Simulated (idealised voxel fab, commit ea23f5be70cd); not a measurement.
voxel quadruple lines: a process module
Cross-section cut: width 285 nm, square cells of 5 nm.
Reading order for cross-sections: top band down to bottom band. Underlying form: a grid of square cells. Band size: one or more rows of cells.
Quick guide to a band line: top height, bottom height (nm) up front; then every material left to right with its width in nm. Only one material and it's marked "throughout"? Then it fills the band edge to edge. And "empty" just means empty space.
Ref level 0: as-received wafer is one material below here. Bottom band extends down with no lower bound ("top 0, no bottom").
The two numbers in a width such as "30 to 40" mark its ends across the band: the first belongs to the top row of cells, the second to the bottom row, and from each row to the next the width moves by the same amount.
"nothing altered" for a step: no cell of the cross-section changed in that step.
The entry "Enclosed cavities" lists the empty spaces that cover at least 8 cells and have no open path to the top. Each is written as width x height at distance, where the distance is measured from the left edge and all three values are in nm.
What comes after the settings on a step's line is commentary from the simulator itself on that step.
overlay nm: step with mask; distance mask lay right of planned place; negative value = left of planned place.
### List of planned process steps
step 1: op RECEIVE | material Si
step 2: op CONFORMAL_DEP | material SiO2 | thk nm 10
step 3: op DIRECTIONAL_DEP | material TiN | thk nm 10
step 4: op DIRECTIONAL_DEP | material polySi | thk nm 15
step 5: op DIRECTIONAL_DEP | material aC | thk nm 25
step 6: op PATTERN | tone cover | mask id MANDREL | material resist | width nm 25 | thk nm 35 | overlay nm 0
step 7: op DIRECTIONAL_ETCH | etch materials aC | depth nm 25
step 8: op STRIP | etch materials resist
step 9: op CONFORMAL_DEP | material SiO2 | thk nm 15
step 10: op DIRECTIONAL_ETCH | etch materials SiO2 | depth nm 15
step 11: op STRIP | etch materials aC
step 12: op DIRECTIONAL_ETCH | etch materials polySi | depth nm 15
step 13: op STRIP | etch materials SiO2
step 14: op CONFORMAL_DEP | material SiN | thk nm 5
step 15: op DIRECTIONAL_ETCH | etch materials SiN | depth nm 5
step 16: op STRIP | etch materials polySi
step 17: op DIRECTIONAL_ETCH | etch materials TiN | depth nm 10
step 18: op STRIP | etch materials SiN
### Cross-section of the wafer as it came to us, i.e., already through step 1
  top 0, no bottom  Si throughout
  Enclosed cavities: none
### Looking at the first of two wafers in cross-section at end of module - ran to plan
  top 20, bottom 10  empty 110; TiN 5; empty 15; TiN 5; empty 15; TiN 5; empty 15; TiN 5; empty 110
  top 10, bottom 0  SiO2 throughout
  top 0, no bottom  Si throughout
  Enclosed cavities: none
### Second wafer through the module, sectioned at the end: same beginning and same plan as the first wafer, with one mistake in carrying it out
  top 20, bottom 10  empty 100; TiN 5; empty 15; TiN 5; empty 15; TiN 5; empty 15; TiN 5; empty 120
  top 10, bottom 0  SiO2 throughout
  top 0, no bottom  Si throughout
  Enclosed cavities: none
The plan and the run diverged here: planned and actual differ for step 6; actual: op PATTERN | tone cover | mask id MANDREL | material resist | width nm 25 | thk nm 35 | overlay nm -10
If you tally the cells, the second wafer ends up with the same amount of every material as the first; it's all just sitting in different places.
